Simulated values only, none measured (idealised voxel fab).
Herein follows the process module entitled voxel transistor to metal.
The cross-section on display is named cut; it measures 195 nm wide, and its cells are 5 nm squares.
Each cross-section below is a grid of square cells, stated as bands in top-down order, with one or more rows of cells making up each band. Basically the band line says how high the top is and how high the bottom is, in nm, and then what's in it from left to right, every material with its width in nm. Empty space shows up as "empty", and if a single material carries "edge to edge" it runs the full band edge to edge. Measure heights from 0. That's the level where, below it, the as-received wafer is all one material. The lowest band is bottomless and extends downward; write it as in "0..down". Top row gets the first number, bottom row gets the second, and each row in between changes by the same step: that is how a band width like "30 to 40" works. A step reported as "everything unchanged" is a step in which no cell of the cross-section changed. Closed empty spaces (no open way to the top) of 8 cells or more are what "Sealed internal cavities" lists, each as width x height at distance from the left edge, nm for all three. Step line, after settings: the simulator's comment on this step. "overlay nm" denotes, for a step that has a mask, the displacement of the mask to the right of its planned place, with negative values corresponding to the left.
# Steps planned for the process
1. op RECEIVE | material Si
2. op OXIDIZE | depth nm 5
3. op CONFORMAL_DEP | material SiN | thk nm 5
4. op MASKED_ETCH | tone cover | mask id ACTIVE | width nm 115 | etch materials SiN | depth nm 10 | overlay nm 0
5. op MASKED_ETCH | tone cover | mask id ACTIVE | width nm 115 | etch materials SiO2 | depth nm 5 | overlay nm 0
6. op MASKED_ETCH | tone cover | mask id ACTIVE | width nm 115 | etch materials Si | depth nm 30 | overlay nm 0
7. op FILL_DEP | material SiO2 | thk nm 15
8. op CMP | height nm 10
9. op SELECTIVE_ETCH | etch materials SiO2 | depth nm 10
10. op STRIP | etch materials SiN
11. op SELECTIVE_ETCH | etch materials SiO2 | depth nm 5
12. op OXIDIZE | depth nm 5
13. op DIRECTIONAL_DEP | material polySi | thk nm 25
14. op DIRECTIONAL_DEP | material SiCN | thk nm 15
15. op PATTERN | tone cover | mask id GATE | material resist | width nm 35 | thk nm 15 | overlay nm 0
16. op DIRECTIONAL_ETCH | etch materials SiCN | depth nm 25
17. op DIRECTIONAL_ETCH | etch materials polySi | depth nm 35
18. op STRIP | etch materials resist
19. op CONFORMAL_DEP | material SiN | thk nm 10
20. op DIRECTIONAL_ETCH | etch materials SiN | depth nm 10
21. op DIRECTIONAL_ETCH | etch materials SiO2 | depth nm 5
22. op EPI | material SiGe | thk nm 5
23. op FILL_DEP | material SiO2 | thk nm 5
24. op CMP | height nm 20
25. op STRIP | etch materials polySi
26. op SELECTIVE_ETCH | etch materials SiO2 | depth nm 5
27. op CONFORMAL_DEP | material HfO2 | thk nm 5
28. op CONFORMAL_DEP | material TiN | thk nm 5
29. op FILL_DEP | material W | thk nm 10
30. op CMP | height nm 15
31. op DIRECTIONAL_DEP | material SiO2 | thk nm 10
32. op MASKED_ETCH | tone open | mask id CONTACT | width nm 15 | pitch nm 80 | etch materials SiO2 | depth nm 30 | overlay nm 0
33. op CONFORMAL_DEP | material TiN | thk nm 5
34. op FILL_DEP | material W | thk nm 10
35. op CMP | height nm 25
36. op CONFORMAL_DEP | material SiCN | thk nm 5
37. op DIRECTIONAL_DEP | material SiO2 | thk nm 15
38. op MASKED_ETCH | tone open | mask id METAL_1 | width nm 15 | pitch nm 80 | etch materials SiO2 | depth nm 15 | overlay nm 0
39. op MASKED_ETCH | tone open | mask id METAL_1 | width nm 15 | pitch nm 80 | etch materials SiCN | depth nm 5 | overlay nm 0
40. op CONFORMAL_DEP | material TiN | thk nm 5
41. op FILL_DEP | material W | thk nm 10
42. op CMP | height nm 45
43. op CONFORMAL_DEP | material SiCN | thk nm 5
44. op DIRECTIONAL_DEP | material SiO2 | thk nm 35
45. op MASKED_ETCH | tone open | mask id METAL_2 | width nm 15 | pitch nm 80 | etch materials SiO2 | depth nm 20 | overlay nm 0
46. op DIRECTIONAL_DEP | material aC | thk nm 15
47. op PATTERN | tone open | mask id METAL_2_HOLES | material resist | width nm 15 | pitch nm 80 | thk nm 30 | overlay nm 0
48. op DIRECTIONAL_ETCH | etch materials aC | depth nm 15
49. op STRIP | etch materials resist
50. op DIRECTIONAL_ETCH | etch materials SiO2 | depth nm 15
51. op DIRECTIONAL_ETCH | etch materials SiCN | depth nm 5
52. op STRIP | etch materials aC
53. op CONFORMAL_DEP | material TiN | thk nm 5
54. op FILL_DEP | material Ru | thk nm 10
55. op CMP | height nm 85
56. op CONFORMAL_DEP | material SiN | thk nm 5
Variable across wafers: step 3 thk nm (plan value is that of the first wafer; starting state common to all).
# First of several wafers (as received, post step 1), cross-sectional view
* 0..down | Si edge to edge
* Sealed internal cavities: none
# Note: the following table is arranged by wafer, a row apiece. Each row reports the end-of-module state: per material, cells gained (+) or cells lost (-) compared with the wafer as received; closed voids follow
thk nm 5, +17 HfO2, +14 Ru, -158 Si, +66 SiCN, +14 SiGe, +55 SiN, +580 SiO2, +89 TiN, +25 W, Sealed internal cavities: none
thk nm 10, +17 HfO2, +14 Ru, -158 Si, +66 SiCN, +14 SiGe, +55 SiN, +580 SiO2, +89 TiN, +25 W, Sealed internal cavities: none
thk nm 15, +17 HfO2, +14 Ru, -78 Si, +66 SiCN, +28 SiGe, +55 SiN, +486 SiO2, +89 TiN, +25 W, Sealed internal cavities: none
thk nm 20, +17 HfO2, +14 Ru, -78 Si, +66 SiCN, +28 SiGe, +55 SiN, +486 SiO2, +89 TiN, +25 W, Sealed internal cavities: none
thk nm 25, +17 HfO2, +14 Ru, -78 Si, +66 SiCN, +28 SiGe, +55 SiN, +486 SiO2, +89 TiN, +25 W, Sealed internal cavities: none
